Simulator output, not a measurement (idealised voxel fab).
Proc. module: voxel air gaps
Square cells of 5 nm make up the cross-section cut, whose width is 290 nm.
Cross-section layout: square cells on a grid; listed as bands, top to bottom; a band spans one or more cell rows.
Within each band entry, the heights of the top and of the bottom of the band appear first, in that order and in nm; the materials of the band then follow from left to right, each with its corresponding width in nm. The designation "all across" on a single material indicates that it fills the band from edge to edge; the designation "empty" indicates empty space.
We count height from 0. Below that, the starting wafer is all one material. The lowest band never ends at the bottom but goes on down; see "z 0 and below" for how that is written.
A two-number width, for instance "30..40", indicates that the width is equal to the first number in the top row of the band and to the second number in the bottom row, and that it changes by a constant amount per row of cells.
Step note "all unchanged" = no cross-section cell changed.
In "Fully sealed cavities" the enclosed voids are listed, meaning empty spaces of 8 cells or larger without any opening to the top. The form is width x height at distance, distance from the left edge, units nm.
after a step's settings: what the simulator itself notes on the step
A step's line can hold "overlay nm"; with a mask on that step, the setting says how far right of the planned place the mask lay, while a negative setting says it lay to the left.

# Set out below are the planned steps of the process
step 1: RECEIVE: material Si
step 2: CONFORMAL_DEP: material SiO2, thk nm 15
step 3: CONFORMAL_DEP: material SiCN, thk nm 5
step 4: DIRECTIONAL_DEP: material SiO2, thk nm 40
step 5: DIRECTIONAL_DEP: material aC, thk nm 15
step 6: PATTERN: tone open, mask id LINES, material resist, width nm 20, pitch nm 45, thk nm 30, overlay nm 0
step 7: DIRECTIONAL_ETCH: etch materials aC, depth nm 5
step 8: STRIP: etch materials resist
step 9: DIRECTIONAL_ETCH: etch materials SiO2, depth nm 40
step 10: STRIP: etch materials aC
step 11: CONFORMAL_DEP: material TiN, thk nm 5
step 12: FILL_DEP: material W, thk nm 5
step 13: CMP: height nm 60
step 14: EPI: material Ru, thk nm 10
step 15: SELECTIVE_ETCH: etch materials SiO2, depth nm 50
step 16: CONFORMAL_DEP: material SiCN, thk nm 5
For this document, wafers share an identical start and vary in the step 7 depth nm; the plan quotes the first wafer's value.

# First wafer of several, as received: cross-section after step 1
* z 0 and below  Si all across
* Fully sealed cavities: none

# The following table contains a row per wafer, in which are reported, at the conclusion of the module, the cells of each material gained (+) or lost (-) since the wafer's receipt, with its closed voids given thereafter
depth nm 5, +116 SiCN, +174 SiO2, Fully sealed cavities: none
depth nm 10, +116 SiCN, +174 SiO2, Fully sealed cavities: none
depth nm 15, +64 Ru, +216 SiCN, +174 SiO2, +72 TiN, +56 W, Fully sealed cavities: 15 x 30 at 90; 15 x 30 at 135; 15 x 30 at 180
depth nm 20, +64 Ru, +216 SiCN, +174 SiO2, +72 TiN, +56 W, Fully sealed cavities: 15 x 30 at 90; 15 x 30 at 135; 15 x 30 at 180
depth nm 25, +64 Ru, +216 SiCN, +174 SiO2, +72 TiN, +56 W, Fully sealed cavities: 15 x 30 at 90; 15 x 30 at 135; 15 x 30 at 180
depth nm 30, +64 Ru, +216 SiCN, +174 SiO2, +72 TiN, +56 W, Fully sealed cavities: 15 x 30 at 90; 15 x 30 at 135; 15 x 30 at 180
